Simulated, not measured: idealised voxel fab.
A process module follows: voxel transistor to metal.
Pictured: cross-section cut, 215 nm wide, on a grid of 5 nm square cells.
Format of a cross-section: grid, square cells. Given as bands. Order: top down. Band: one or more rows of cells.
Within each band entry, the heights of the top and of the bottom of the band appear first, in that order and in nm; the materials of the band then follow from left to right, each with its corresponding width in nm. The designation "throughout" on a single material indicates that it fills the band from edge to edge; the designation "blank" indicates empty space.
Zero point of the height axis is 0; under it, received wafer = one material. Lowest band: continues down indefinitely, "0..down".
A width given as "30->40" starts at the first number in the band's top row and ends at the second number in its bottom row, shifting by an equal amount at every step from row to row.
"no modifications" means the step left every cell of the cross-section as it was.
Voids not open to the top, 8 cells minimum: see "Enclosed voids". Written width x height at distance; distance is from the left edge; nm.
What comes after the settings on a step's line is commentary from the simulator itself on that step.
A step's line can hold "overlay nm"; with a mask on that step, the setting says how far right of the planned place the mask lay, while a negative setting says it lay to the left.
Everything after this point is organized in pairs: a cross-section before one process step, a cross-section after it that shows only as deep as the lowest changed band, and, under the pair, the intervening step with its settings. Because different runs of this module on the same starting wafer can supply different pairs, a pair continues from the pair above it only if its entry headed "Before the step" says so.
# Before the step
  0..down: Si throughout
  Enclosed voids: none
# Post-Step Geometry
  0..-5: SiO2 throughout
  Heights below -5 show no change.
  Enclosed voids: none
the step between: OXIDIZE [depth nm 5]
Before the step: see the after view in the pair directly above.
# Post-Step Geometry
  15..0: SiN throughout
  Heights below 0 show no change.
  Enclosed voids: none
the step between: CONFORMAL_DEP [material SiN] [thk nm 15]
Before the step: see the after view in the pair directly above.
# Post-Step Geometry
  25..15: aC throughout
  Heights below 15 show no change.
  Enclosed voids: none
the step between: DIRECTIONAL_DEP [material aC] [thk nm 10]
Before the step: see the after view in the pair directly above.
# Post-Step Geometry
  50..25: blank 50 nm, resist 115 nm, blank 50 nm
  Heights below 25 show no change.
  Enclosed voids: none
the step between: PATTERN [tone cover] [mask id ACTIVE] [material resist] [width nm 115] [thk nm 25] [overlay nm 0]
Before the step: see the after view in the pair directly above.
# Post-Step Geometry
  40..25: blank 50 nm, resist 115 nm, blank 50 nm
  25..15: blank 50 nm, aC 115 nm, blank 50 nm
  Heights below 15 show no change.
  Enclosed voids: none
the step between: DIRECTIONAL_ETCH [etch materials aC] [depth nm 10]
Before the step: see the after view in the pair directly above.
# Post-Step Geometry
  25..15: blank 50 nm, aC 115 nm, blank 50 nm
  Heights below 15 show no change.
  Enclosed voids: none
the step between: STRIP [etch materials resist]
Before the step: see the after view in the pair directly above.
# Post-Step Geometry
  25..15: blank 50 nm, aC 115 nm, blank 50 nm
  15..0: blank 50 nm, SiN 115 nm, blank 50 nm
  Heights below 0 show no change.
  Enclosed voids: none
the step between: DIRECTIONAL_ETCH [etch materials SiN] [depth nm 15]
Before the step: see the after view in the pair directly above.
# Post-Step Geometry
  25..15: blank 50 nm, aC 115 nm, blank 50 nm
  15..0: blank 50 nm, SiN 115 nm, blank 50 nm
  0..-5: blank 50 nm, SiO2 115 nm, blank 50 nm
  Heights below -5 show no change.
  Enclosed voids: none
the step between: DIRECTIONAL_ETCH [etch materials SiO2] [depth nm 5]
Before the step: see the after view in the pair directly above.
# Post-Step Geometry
  25..15: blank 50 nm, aC 115 nm, blank 50 nm
  15..0: blank 50 nm, SiN 115 nm, blank 50 nm
  0..-5: blank 50 nm, SiO2 115 nm, blank 50 nm
  -5..-30: blank 50 nm, Si 115 nm, blank 50 nm
  Heights below -30 show no change.
  Enclosed voids: none
the step between: DIRECTIONAL_ETCH [etch materials Si] [depth nm 25]
Before the step: see the after view in the pair directly above.
# Post-Step Geometry
  15..0: blank 50 nm, SiN 115 nm, blank 50 nm
  Heights below 0 show no change.
  Enclosed voids: none
the step between: STRIP [etch materials aC]
Before the step: see the after view in the pair directly above.
# Post-Step Geometry
  15..0: blank 50 nm, SiN 115 nm, blank 50 nm
  0..-5: blank 50 nm, SiO2 115 nm, blank 50 nm
  -5..-30: blank 50 nm, SiO2 5 nm, Si 105 nm, SiO2 5 nm, blank 50 nm
  -30..-35: SiO2 55 nm, Si 105 nm, SiO2 55 nm
  Heights below -35 show no change.
  Enclosed voids: none
the step between: OXIDIZE [depth nm 5]
Before the step: see the after view in the pair directly above.
# Post-Step Geometry
  30..15: SiO2 throughout
  15..0: SiO2 50 nm, SiN 115 nm, SiO2 50 nm
  0..-5: SiO2 throughout
  -5..-35: SiO2 55 nm, Si 105 nm, SiO2 55 nm
  Heights below -35 show no change.
  Enclosed voids: none
the step between: FILL_DEP [material SiO2] [thk nm 15]
Before the step: see the after view in the pair directly above.
# Post-Step Geometry
  15..0: SiO2 50 nm, SiN 115 nm, SiO2 50 nm
  Heights below 0 show no change.
  Enclosed voids: none
the step between: CMP [height nm 15]
Before the step: see the after view in the pair directly above.
# Post-Step Geometry
  15..0: blank 50 nm, SiN 115 nm, blank 50 nm
  Heights below 0 show no change.
  Enclosed voids: none
the step between: SELECTIVE_ETCH [etch materials SiO2] [depth nm 15]
Before the step: see the after view in the pair directly above.
# Post-Step Geometry
  0..-5: SiO2 throughout
  Heights below -5 show no change.
  Enclosed voids: none
the step between: STRIP [etch materials SiN]
Before the step: see the after view in the pair directly above.
# Post-Step Geometry
  -5..-35: SiO2 55 nm, Si 105 nm, SiO2 55 nm
  Heights below -35 show no change.
  Enclosed voids: none
the step between: SELECTIVE_ETCH [etch materials SiO2] [depth nm 5]
Before the step: see the after view in the pair directly above.
# Post-Step Geometry
  -5..-10: SiO2 throughout
  Heights below -10 show no change.
  Enclosed voids: none
the step between: OXIDIZE [depth nm 5]
Before the step: see the after view in the pair directly above.
# Post-Step Geometry
  15..-5: polySi throughout
  Heights below -5 show no change.
  Enclosed voids: none
the step between: DIRECTIONAL_DEP [material polySi] [thk nm 20]
Before the step: see the after view in the pair directly above.
# Post-Step Geometry
  25..15: SiCN throughout
  Heights below 15 show no change.
  Enclosed voids: none
the step between: DIRECTIONAL_DEP [material SiCN] [thk nm 10]
Before the step: see the after view in the pair directly above.
# Post-Step Geometry
  45..25: blank 95 nm, resist 25 nm, blank 95 nm
  Heights below 25 show no change.
  Enclosed voids: none
the step between: PATTERN [tone cover] [mask id GATE] [material resist] [width nm 25] [thk nm 20] [overlay nm 0]
Before the step: see the after view in the pair directly above.
# Post-Step Geometry
  45..25: blank 95 nm, resist 25 nm, blank 95 nm
  25..15: blank 95 nm, SiCN 25 nm, blank 95 nm
  Heights below 15 show no change.
  Enclosed voids: none
the step between: DIRECTIONAL_ETCH [etch materials SiCN] [depth nm 20]
Before the step: see the after view in the pair directly above.
# Post-Step Geometry
  45..25: blank 95 nm, resist 25 nm, blank 95 nm
  25..15: blank 95 nm, SiCN 25 nm, blank 95 nm
  15..-5: blank 95 nm, polySi 25 nm, blank 95 nm
  Heights below -5 show no change.
  Enclosed voids: none
the step between: DIRECTIONAL_ETCH [etch materials polySi] [depth nm 30]
Before the step: see the after view in the pair directly above.
# Post-Step Geometry
  25..15: blank 95 nm, SiCN 25 nm, blank 95 nm
  Heights below 15 show no change.
  Enclosed voids: none
the step between: STRIP [etch materials resist]
Before the step: see the after view in the pair directly above.
# Post-Step Geometry
  30..25: blank 90 nm, SiN 35 nm, blank 90 nm
  25..15: blank 90 nm, SiN 5 nm, SiCN 25 nm, SiN 5 nm, blank 90 nm
  15..0: blank 90 nm, SiN 5 nm, polySi 25 nm, SiN 5 nm, blank 90 nm
  0..-5: SiN 95 nm, polySi 25 nm, SiN 95 nm
  Heights below -5 show no change.
  Enclosed voids: none
the step between: CONFORMAL_DEP [material SiN] [thk nm 5]
Before the step: see the after view in the pair directly above.
# Post-Step Geometry
  25..15: blank 90 nm, SiN 5 nm, SiCN 25 nm, SiN 5 nm, blank 90 nm
  15..-5: blank 90 nm, SiN 5 nm, polySi 25 nm, SiN 5 nm, blank 90 nm
  Heights below -5 show no change.
  Enclosed voids: none
the step between: DIRECTIONAL_ETCH [etch materials SiN] [depth nm 5]
Before the step: see the after view in the pair directly above.
# Post-Step Geometry
  25..15: blank 90 nm, SiN 5 nm, SiCN 25 nm, SiN 5 nm, blank 90 nm
  15..-5: blank 90 nm, SiN 5 nm, polySi 25 nm, SiN 5 nm, blank 90 nm
  -5..-10: blank 90 nm, SiO2 35 nm, blank 90 nm
  Heights below -10 show no change.
  Enclosed voids: none
the step between: DIRECTIONAL_ETCH [etch materials SiO2] [depth nm 5]
Before the step: see the after view in the pair directly above.
# Post-Step Geometry
  25..15: blank 90 nm, SiN 5 nm, SiCN 25 nm, SiN 5 nm, blank 90 nm
  15..-5: blank 90 nm, SiN 5 nm, polySi 25 nm, SiN 5 nm, blank 90 nm
  -5..-10: blank 90 nm, SiO2 35 nm, blank 90 nm
  -10..-25: SiO2 55 nm, blank 35 nm, Si 35 nm, blank 35 nm, SiO2 55 nm
  Heights below -25 show no change.
  Enclosed voids: none
the step between: DIRECTIONAL_ETCH [etch materials Si] [depth nm 15]
Before the step: see the after view in the pair directly above.
# Post-Step Geometry
  25..15: blank 90 nm, SiN 5 nm, SiCN 25 nm, SiN 5 nm, blank 90 nm
  15..5: blank 90 nm, SiN 5 nm, polySi 25 nm, SiN 5 nm, blank 90 nm
  5..-5: blank 75 nm, SiGe 15 nm, SiN 5 nm, polySi 25 nm, SiN 5 nm, SiGe 15 nm, blank 75 nm
  -5..-10: blank 75 nm, SiGe 15 nm, SiO2 35 nm, SiGe 15 nm, blank 75 nm
  -10..-25: SiO2 55 nm, SiGe 35 nm, Si 35 nm, SiGe 35 nm, SiO2 55 nm
  Heights below -25 show no change.
  Enclosed voids: none
the step between: EPI [material SiGe] [thk nm 15]
Before the step: see the after view in the pair directly above.
# Post-Step Geometry
  35..25: SiO2 throughout
  25..15: SiO2 90 nm, SiN 5 nm, SiCN 25 nm, SiN 5 nm, SiO2 90 nm
  15..5: SiO2 90 nm, SiN 5 nm, polySi 25 nm, SiN 5 nm, SiO2 90 nm
  5..-5: SiO2 75 nm, SiGe 15 nm, SiN 5 nm, polySi 25 nm, SiN 5 nm, SiGe 15 nm, SiO2 75 nm
  -5..-10: SiO2 75 nm, SiGe 15 nm, SiO2 35 nm, SiGe 15 nm, SiO2 75 nm
  Heights below -10 show no change.
  Enclosed voids: none
the step between: FILL_DEP [material SiO2] [thk nm 10]
Before the step: see the after view in the pair directly above.
# Post-Step Geometry
  15..5: SiO2 90 nm, SiN 5 nm, polySi 25 nm, SiN 5 nm, SiO2 90 nm
  Heights below 5 show no change.
  Enclosed voids: none
the step between: CMP [height nm 15]
Before the step: see the after view in the pair directly above.
# Post-Step Geometry
  15..5: SiO2 90 nm, SiN 5 nm, blank 25 nm, SiN 5 nm, SiO2 90 nm
  5..-5: SiO2 75 nm, SiGe 15 nm, SiN 5 nm, blank 25 nm, SiN 5 nm, SiGe 15 nm, SiO2 75 nm
  Heights below -5 show no change.
  Enclosed voids: none
the step between: STRIP [etch materials polySi]
Before the step: see the after view in the pair directly above.
# Post-Step Geometry
  15..10: blank 90 nm, SiN 5 nm, blank 25 nm, SiN 5 nm, blank 90 nm
  10..5: SiO2 90 nm, SiN 5 nm, blank 25 nm, SiN 5 nm, SiO2 90 nm
  5..-5: SiO2 75 nm, SiGe 15 nm, SiN 5 nm, blank 25 nm, SiN 5 nm, SiGe 15 nm, SiO2 75 nm
  -5..-10: SiO2 75 nm, SiGe 15 nm, blank 35 nm, SiGe 15 nm, SiO2 75 nm
  Heights below -10 show no change.
  Enclosed voids: none
the step between: SELECTIVE_ETCH [etch materials SiO2] [depth nm 5]
Before the step: see the after view in the pair directly above.
# Post-Step Geometry
  20..15: blank 85 nm, HfO2 15 nm, blank 15 nm, HfO2 15 nm, blank 85 nm
  15..10: HfO2 90 nm, SiN 5 nm, HfO2 5 nm, blank 15 nm, HfO2 5 nm, SiN 5 nm, HfO2 90 nm
  10..5: SiO2 90 nm, SiN 5 nm, HfO2 5 nm, blank 15 nm, HfO2 5 nm, SiN 5 nm, SiO2 90 nm
  5..-5: SiO2 75 nm, SiGe 15 nm, SiN 5 nm, HfO2 5 nm, blank 15 nm, HfO2 5 nm, SiN 5 nm, SiGe 15 nm, SiO2 75 nm
  -5..-10: SiO2 75 nm, SiGe 15 nm, HfO2 35 nm, SiGe 15 nm, SiO2 75 nm
  Heights below -10 show no change.
  Enclosed voids: none
the step between: CONFORMAL_DEP [material HfO2] [thk nm 5]
Before the step: see the after view in the pair directly above.
# Post-Step Geometry
  25..20: blank 80 nm, TiN 25 nm, blank 5 nm, TiN 25 nm, blank 80 nm
  20..15: TiN 85 nm, HfO2 15 nm, TiN 5 nm, blank 5 nm, TiN 5 nm, HfO2 15 nm, TiN 85 nm
  15..10: HfO2 90 nm, SiN 5 nm, HfO2 5 nm, TiN 5 nm, blank 5 nm, TiN 5 nm, HfO2 5 nm, SiN 5 nm, HfO2 90 nm
  10..5: SiO2 90 nm, SiN 5 nm, HfO2 5 nm, TiN 5 nm, blank 5 nm, TiN 5 nm, HfO2 5 nm, SiN 5 nm, SiO2 90 nm
  5..0: SiO2 75 nm, SiGe 15 nm, SiN 5 nm, HfO2 5 nm, TiN 5 nm, blank 5 nm, TiN 5 nm, HfO2 5 nm, SiN 5 nm, SiGe 15 nm, SiO2 75 nm
  0..-5: SiO2 75 nm, SiGe 15 nm, SiN 5 nm, HfO2 5 nm, TiN 15 nm, HfO2 5 nm, SiN 5 nm, SiGe 15 nm, SiO2 75 nm
  Heights below -5 show no change.
  Enclosed voids: none
the step between: CONFORMAL_DEP [material TiN] [thk nm 5]
Before the step: see the after view in the pair directly above.
# Post-Step Geometry
  35..25: W throughout
  25..20: W 80 nm, TiN 25 nm, W 5 nm, TiN 25 nm, W 80 nm
  20..15: TiN 85 nm, HfO2 15 nm, TiN 5 nm, W 5 nm, TiN 5 nm, HfO2 15 nm, TiN 85 nm
  15..10: HfO2 90 nm, SiN 5 nm, HfO2 5 nm, TiN 5 nm, W 5 nm, TiN 5 nm, HfO2 5 nm, SiN 5 nm, HfO2 90 nm
  10..5: SiO2 90 nm, SiN 5 nm, HfO2 5 nm, TiN 5 nm, W 5 nm, TiN 5 nm, HfO2 5 nm, SiN 5 nm, SiO2 90 nm
  5..0: SiO2 75 nm, SiGe 15 nm, SiN 5 nm, HfO2 5 nm, TiN 5 nm, W 5 nm, TiN 5 nm, HfO2 5 nm, SiN 5 nm, SiGe 15 nm, SiO2 75 nm
  Heights below 0 show no change.
  Enclosed voids: none
the step between: FILL_DEP [material W] [thk nm 10]
Before the step: see the after view in the pair directly above.
# Post-Step Geometry
  10..5: SiO2 90 nm, SiN 5 nm, HfO2 5 nm, TiN 5 nm, W 5 nm, TiN 5 nm, HfO2 5 nm, SiN 5 nm, SiO2 90 nm
  Heights below 5 show no change.
  Enclosed voids: none
the step between: CMP [height nm 10]
Before the step: see the after view in the pair directly above.
# Post-Step Geometry
  25..10: SiO2 throughout
  Heights below 10 show no change.
  Enclosed voids: none
the step between: DIRECTIONAL_DEP [material SiO2] [thk nm 15]
Before the step: see the after view in the pair directly above.
# Post-Step Geometry
  45..25: resist 55 nm, blank 20 nm, resist 65 nm, blank 20 nm, resist 55 nm
  Heights below 25 show no change.
  Enclosed voids: none
the step between: PATTERN [tone open] [mask id CONTACT] [material resist] [width nm 20] [pitch nm 85] [thk nm 20] [overlay nm 0]
Before the step: see the after view in the pair directly above.
# Post-Step Geometry
  45..25: resist 55 nm, blank 20 nm, resist 65 nm, blank 20 nm, resist 55 nm
  25..10: SiO2 55 nm, blank 20 nm, SiO2 65 nm, blank 20 nm, SiO2 55 nm
  10..5: SiO2 55 nm, blank 20 nm, SiO2 15 nm, SiN 5 nm, HfO2 5 nm, TiN 5 nm, W 5 nm, TiN 5 nm, HfO2 5 nm, SiN 5 nm, SiO2 15 nm, blank 20 nm, SiO2 55 nm
  5..0: SiO2 55 nm, blank 20 nm, SiGe 15 nm, SiN 5 nm, HfO2 5 nm, TiN 5 nm, W 5 nm, TiN 5 nm, HfO2 5 nm, SiN 5 nm, SiGe 15 nm, blank 20 nm, SiO2 55 nm
  0..-5: SiO2 55 nm, blank 20 nm, SiGe 15 nm, SiN 5 nm, HfO2 5 nm, TiN 15 nm, HfO2 5 nm, SiN 5 nm, SiGe 15 nm, blank 20 nm, SiO2 55 nm
  -5..-10: SiO2 55 nm, blank 20 nm, SiGe 15 nm, HfO2 35 nm, SiGe 15 nm, blank 20 nm, SiO2 55 nm
  Heights below -10 show no change.
  Enclosed voids: none
the step between: DIRECTIONAL_ETCH [etch materials SiO2] [depth nm 35]
Before the step: see the after view in the pair directly above.
# Post-Step Geometry
  25..10: SiO2 55 nm, blank 20 nm, SiO2 65 nm, blank 20 nm, SiO2 55 nm
  Heights below 10 show no change.
  Enclosed voids: none
the step between: STRIP [etch materials resist]
Before the step: see the after view in the pair directly above.
# Post-Step Geometry
  30..25: TiN 60 nm, blank 10 nm, TiN 75 nm, blank 10 nm, TiN 60 nm
  25..10: SiO2 55 nm, TiN 5 nm, blank 10 nm, TiN 5 nm, SiO2 65 nm, TiN 5 nm, blank 10 nm, TiN 5 nm, SiO2 55 nm
  10..5: SiO2 55 nm, TiN 5 nm, blank 10 nm, TiN 5 nm, SiO2 15 nm, SiN 5 nm, HfO2 5 nm, TiN 5 nm, W 5 nm, TiN 5 nm, HfO2 5 nm, SiN 5 nm, SiO2 15 nm, TiN 5 nm, blank 10 nm, TiN 5 nm, SiO2 55 nm
  5..0: SiO2 55 nm, TiN 5 nm, blank 10 nm, TiN 5 nm, SiGe 15 nm, SiN 5 nm, HfO2 5 nm, TiN 5 nm, W 5 nm, TiN 5 nm, HfO2 5 nm, SiN 5 nm, SiGe 15 nm, TiN 5 nm, blank 10 nm, TiN 5 nm, SiO2 55 nm
  0..-5: SiO2 55 nm, TiN 5 nm, blank 10 nm, TiN 5 nm, SiGe 15 nm, SiN 5 nm, HfO2 5 nm, TiN 15 nm, HfO2 5 nm, SiN 5 nm, SiGe 15 nm, TiN 5 nm, blank 10 nm, TiN 5 nm, SiO2 55 nm
  -5..-10: SiO2 55 nm, TiN 20 nm, SiGe 15 nm, HfO2 35 nm, SiGe 15 nm, TiN 20 nm, SiO2 55 nm
  Heights below -10 show no change.
  Enclosed voids: none
the step between: CONFORMAL_DEP [material TiN] [thk nm 5]
Before the step: see the after view in the pair directly above.
# Post-Step Geometry
  40..30: W throughout
  30..25: TiN 60 nm, W 10 nm, TiN 75 nm, W 10 nm, TiN 60 nm
  25..10: SiO2 55 nm, TiN 5 nm, W 10 nm, TiN 5 nm, SiO2 65 nm, TiN 5 nm, W 10 nm, TiN 5 nm, SiO2 55 nm
  10..5: SiO2 55 nm, TiN 5 nm, W 10 nm, TiN 5 nm, SiO2 15 nm, SiN 5 nm, HfO2 5 nm, TiN 5 nm, W 5 nm, TiN 5 nm, HfO2 5 nm, SiN 5 nm, SiO2 15 nm, TiN 5 nm, W 10 nm, TiN 5 nm, SiO2 55 nm
  5..0: SiO2 55 nm, TiN 5 nm, W 10 nm, TiN 5 nm, SiGe 15 nm, SiN 5 nm, HfO2 5 nm, TiN 5 nm, W 5 nm, TiN 5 nm, HfO2 5 nm, SiN 5 nm, SiGe 15 nm, TiN 5 nm, W 10 nm, TiN 5 nm, SiO2 55 nm
  0..-5: SiO2 55 nm, TiN 5 nm, W 10 nm, TiN 5 nm, SiGe 15 nm, SiN 5 nm, HfO2 5 nm, TiN 15 nm, HfO2 5 nm, SiN 5 nm, SiGe 15 nm, TiN 5 nm, W 10 nm, TiN 5 nm, SiO2 55 nm
  Heights below -5 show no change.
  Enclosed voids: none
the step between: FILL_DEP [material W] [thk nm 10]
Before the step: see the after view in the pair directly above.
# Post-Step Geometry
  25..10: SiO2 55 nm, TiN 5 nm, W 10 nm, TiN 5 nm, SiO2 65 nm, TiN 5 nm, W 10 nm, TiN 5 nm, SiO2 55 nm
  Heights below 10 show no change.
  Enclosed voids: none
the step between: CMP [height nm 25]
Before the step: see the after view in the pair directly above.
# Post-Step Geometry
  30..25: TiN throughout
  Heights below 25 show no change.
  Enclosed voids: none
the step between: DIRECTIONAL_DEP [material TiN] [thk nm 5]
Before the step: see the after view in the pair directly above.
# Post-Step Geometry
  45..30: Ru throughout
  Heights below 30 show no change.
  Enclosed voids: none
the step between: DIRECTIONAL_DEP [material Ru] [thk nm 15]
Before the step: see the after view in the pair directly above.
# Post-Step Geometry
  65..45: blank 55 nm, resist 20 nm, blank 65 nm, resist 20 nm, blank 55 nm
  Heights below 45 show no change.
  Enclosed voids: none
the step between: PATTERN [tone cover] [mask id METAL_1] [material resist] [width nm 20] [pitch nm 85] [thk nm 20] [overlay nm 0]
Before the step: see the after view in the pair directly above.
# Post-Step Geometry
  65..45: blank 55 nm, resist 20 nm, blank 65 nm, resist 20 nm, blank 55 nm
  45..30: blank 55 nm, Ru 20 nm, blank 65 nm, Ru 20 nm, blank 55 nm
  Heights below 30 show no change.
  Enclosed voids: none
the step between: DIRECTIONAL_ETCH [etch materials Ru] [depth nm 15]
Before the step: see the after view in the pair directly above.
# Post-Step Geometry
  65..45: blank 55 nm, resist 20 nm, blank 65 nm, resist 20 nm, blank 55 nm
  45..30: blank 55 nm, Ru 20 nm, blank 65 nm, Ru 20 nm, blank 55 nm
  30..25: blank 55 nm, TiN 20 nm, blank 65 nm, TiN 20 nm, blank 55 nm
  Heights below 25 show no change.
  Enclosed voids: none
the step between: DIRECTIONAL_ETCH [etch materials TiN] [depth nm 5]
Before the step: see the after view in the pair directly above.
# Post-Step Geometry
  45..30: blank 55 nm, Ru 20 nm, blank 65 nm, Ru 20 nm, blank 55 nm
  Heights below 30 show no change.
  Enclosed voids: none
the step between: STRIP [etch materials resist]
Before the step: see the after view in the pair directly above.
# Post-Step Geometry
  50..45: blank 50 nm, SiCN 30 nm, blank 55 nm, SiCN 30 nm, blank 50 nm
  45..30: blank 50 nm, SiCN 5 nm, Ru 20 nm, SiCN 5 nm, blank 55 nm, SiCN 5 nm, Ru 20 nm, SiCN 5 nm, blank 50 nm
  30..25: SiCN 55 nm, TiN 20 nm, SiCN 65 nm, TiN 20 nm, SiCN 55 nm
  Heights below 25 show no change.
  Enclosed voids: none
the step between: CONFORMAL_DEP [material SiCN] [thk nm 5]
Before the step: see the after view in the pair directly above.
# Post-Step Geometry
  60..50: lowk throughout
  50..45: lowk 50 nm, SiCN 30 nm, lowk 55 nm, SiCN 30 nm, lowk 50 nm
  45..30: lowk 50 nm, SiCN 5 nm, Ru 20 nm, SiCN 5 nm, lowk 55 nm, SiCN 5 nm, Ru 20 nm, SiCN 5 nm, lowk 50 nm
  Heights below 30 show no change.
  Enclosed voids: none
the step between: FILL_DEP [material lowk] [thk nm 10]
Before the step: see the after view in the pair directly above.
# Post-Step Geometry
  45..30: lowk 50 nm, SiCN 5 nm, Ru 20 nm, SiCN 5 nm, lowk 55 nm, SiCN 5 nm, Ru 20 nm, SiCN 5 nm, lowk 50 nm
  Heights below 30 show no change.
  Enclosed voids: none
the step between: CMP [height nm 45]
Before the step: see the after view in the pair directly above.
# Post-Step Geometry
  50..45: SiCN throughout
  Heights below 45 show no change.
  Enclosed voids: none
the step between: CONFORMAL_DEP [material SiCN] [thk nm 5]
# Before the step
  60..50: lowk throughout
  50..45: lowk 50 nm, SiCN 30 nm, lowk 55 nm, SiCN 30 nm, lowk 50 nm
  45..30: lowk 50 nm, SiCN 5 nm, Ru 20 nm, SiCN 5 nm, lowk 55 nm, SiCN 5 nm, Ru 20 nm, SiCN 5 nm, lowk 50 nm
  30..25: SiCN 55 nm, TiN 20 nm, SiCN 65 nm, TiN 20 nm, SiCN 55 nm
  25..10: SiO2 55 nm, TiN 5 nm, W 10 nm, TiN 5 nm, SiO2 65 nm, TiN 5 nm, W 10 nm, TiN 5 nm, SiO2 55 nm
  10..5: SiO2 55 nm, TiN 5 nm, W 10 nm, TiN 5 nm, SiO2 15 nm, SiN 5 nm, HfO2 5 nm, TiN 5 nm, W 5 nm, TiN 5 nm, HfO2 5 nm, SiN 5 nm, SiO2 15 nm, TiN 5 nm, W 10 nm, TiN 5 nm, SiO2 55 nm
  5..0: SiO2 55 nm, TiN 5 nm, W 10 nm, TiN 5 nm, SiGe 15 nm, SiN 5 nm, HfO2 5 nm, TiN 5 nm, W 5 nm, TiN 5 nm, HfO2 5 nm, SiN 5 nm, SiGe 15 nm, TiN 5 nm, W 10 nm, TiN 5 nm, SiO2 55 nm
  0..-5: SiO2 55 nm, TiN 5 nm, W 10 nm, TiN 5 nm, SiGe 15 nm, SiN 5 nm, HfO2 5 nm, TiN 15 nm, HfO2 5 nm, SiN 5 nm, SiGe 15 nm, TiN 5 nm, W 10 nm, TiN 5 nm, SiO2 55 nm
  -5..-10: SiO2 55 nm, TiN 20 nm, SiGe 15 nm, HfO2 35 nm, SiGe 15 nm, TiN 20 nm, SiO2 55 nm
  -10..-25: SiO2 55 nm, SiGe 35 nm, Si 35 nm, SiGe 35 nm, SiO2 55 nm
  -25..-35: SiO2 55 nm, Si 105 nm, SiO2 55 nm
  -35..down: Si throughout
  Enclosed voids: none
# Post-Step Geometry
  65..60: SiCN throughout
  Heights below 60 show no change.
  Enclosed voids: none
the step between: CONFORMAL_DEP [material SiCN] [thk nm 5]
# Before the step
  25..15: blank 90 nm, SiN 5 nm, SiCN 25 nm, SiN 5 nm, blank 90 nm
  15..5: blank 90 nm, SiN 5 nm, polySi 25 nm, SiN 5 nm, blank 90 nm
  5..-5: blank 75 nm, SiGe 15 nm, SiN 5 nm, polySi 25 nm, SiN 5 nm, SiGe 15 nm, blank 75 nm
  -5..-10: blank 75 nm, SiGe 15 nm, SiO2 35 nm, SiGe 15 nm, blank 75 nm
  -10..-25: SiO2 55 nm, SiGe 35 nm, Si 35 nm, SiGe 35 nm, SiO2 55 nm
  -25..-35: SiO2 55 nm, Si 105 nm, SiO2 55 nm
  -35..down: Si throughout
  Enclosed voids: none
# Post-Step Geometry
  25..20: blank 90 nm, SiN 5 nm, SiCN 25 nm, SiN 5 nm, blank 90 nm
  20..15: blank 60 nm, SiGe 30 nm, SiN 5 nm, SiCN 25 nm, SiN 5 nm, SiGe 30 nm, blank 60 nm
  15..5: blank 60 nm, SiGe 30 nm, SiN 5 nm, polySi 25 nm, SiN 5 nm, SiGe 30 nm, blank 60 nm
  5..-5: blank 40 nm, SiGe 50 nm, SiN 5 nm, polySi 25 nm, SiN 5 nm, SiGe 50 nm, blank 40 nm
  -5..-10: blank 40 nm, SiGe 50 nm, SiO2 35 nm, SiGe 50 nm, blank 40 nm
  Heights below -10 show no change.
  Enclosed voids: none
the step between: EPI [material SiGe] [thk nm 15]
Before the step: see the after view in the pair directly above.
# Post-Step Geometry
  35..25: SiO2 throughout
  25..20: SiO2 90 nm, SiN 5 nm, SiCN 25 nm, SiN 5 nm, SiO2 90 nm
  20..15: SiO2 60 nm, SiGe 30 nm, SiN 5 nm, SiCN 25 nm, SiN 5 nm, SiGe 30 nm, SiO2 60 nm
  15..5: SiO2 60 nm, SiGe 30 nm, SiN 5 nm, polySi 25 nm, SiN 5 nm, SiGe 30 nm, SiO2 60 nm
  5..-5: SiO2 40 nm, SiGe 50 nm, SiN 5 nm, polySi 25 nm, SiN 5 nm, SiGe 50 nm, SiO2 40 nm
  -5..-10: SiO2 40 nm, SiGe 50 nm, SiO2 35 nm, SiGe 50 nm, SiO2 40 nm
  Heights below -10 show no change.
  Enclosed voids: none
the step between: FILL_DEP [material SiO2] [thk nm 10]
Before the step: see the after view in the pair directly above.
# Post-Step Geometry
  15..5: SiO2 60 nm, SiGe 30 nm, SiN 5 nm, polySi 25 nm, SiN 5 nm, SiGe 30 nm, SiO2 60 nm
  Heights below 5 show no change.
  Enclosed voids: none
the step between: CMP [height nm 15]
Before the step: see the after view in the pair directly above.
# Post-Step Geometry
  15..5: SiO2 60 nm, SiGe 30 nm, SiN 5 nm, blank 25 nm, SiN 5 nm, SiGe 30 nm, SiO2 60 nm
  5..-5: SiO2 40 nm, SiGe 50 nm, SiN 5 nm, blank 25 nm, SiN 5 nm, SiGe 50 nm, SiO2 40 nm
  Heights below -5 show no change.
  Enclosed voids: none
the step between: STRIP [etch materials polySi]
Before the step: see the after view in the pair directly above.
# Post-Step Geometry
  15..10: blank 60 nm, SiGe 30 nm, SiN 5 nm, blank 25 nm, SiN 5 nm, SiGe 30 nm, blank 60 nm
  10..5: SiO2 60 nm, SiGe 30 nm, SiN 5 nm, blank 25 nm, SiN 5 nm, SiGe 30 nm, SiO2 60 nm
  5..-5: SiO2 40 nm, SiGe 50 nm, SiN 5 nm, blank 25 nm, SiN 5 nm, SiGe 50 nm, SiO2 40 nm
  -5..-10: SiO2 40 nm, SiGe 50 nm, blank 35 nm, SiGe 50 nm, SiO2 40 nm
  Heights below -10 show no change.
  Enclosed voids: none
the step between: SELECTIVE_ETCH [etch materials SiO2] [depth nm 5]
Before the step: see the after view in the pair directly above.
# Post-Step Geometry
  20..15: blank 55 nm, HfO2 45 nm, blank 15 nm, HfO2 45 nm, blank 55 nm
  15..10: HfO2 60 nm, SiGe 30 nm, SiN 5 nm, HfO2 5 nm, blank 15 nm, HfO2 5 nm, SiN 5 nm, SiGe 30 nm, HfO2 60 nm
  10..5: SiO2 60 nm, SiGe 30 nm, SiN 5 nm, HfO2 5 nm, blank 15 nm, HfO2 5 nm, SiN 5 nm, SiGe 30 nm, SiO2 60 nm
  5..-5: SiO2 40 nm, SiGe 50 nm, SiN 5 nm, HfO2 5 nm, blank 15 nm, HfO2 5 nm, SiN 5 nm, SiGe 50 nm, SiO2 40 nm
  -5..-10: SiO2 40 nm, SiGe 50 nm, HfO2 35 nm, SiGe 50 nm, SiO2 40 nm
  Heights below -10 show no change.
  Enclosed voids: none
the step between: CONFORMAL_DEP [material HfO2] [thk nm 5]
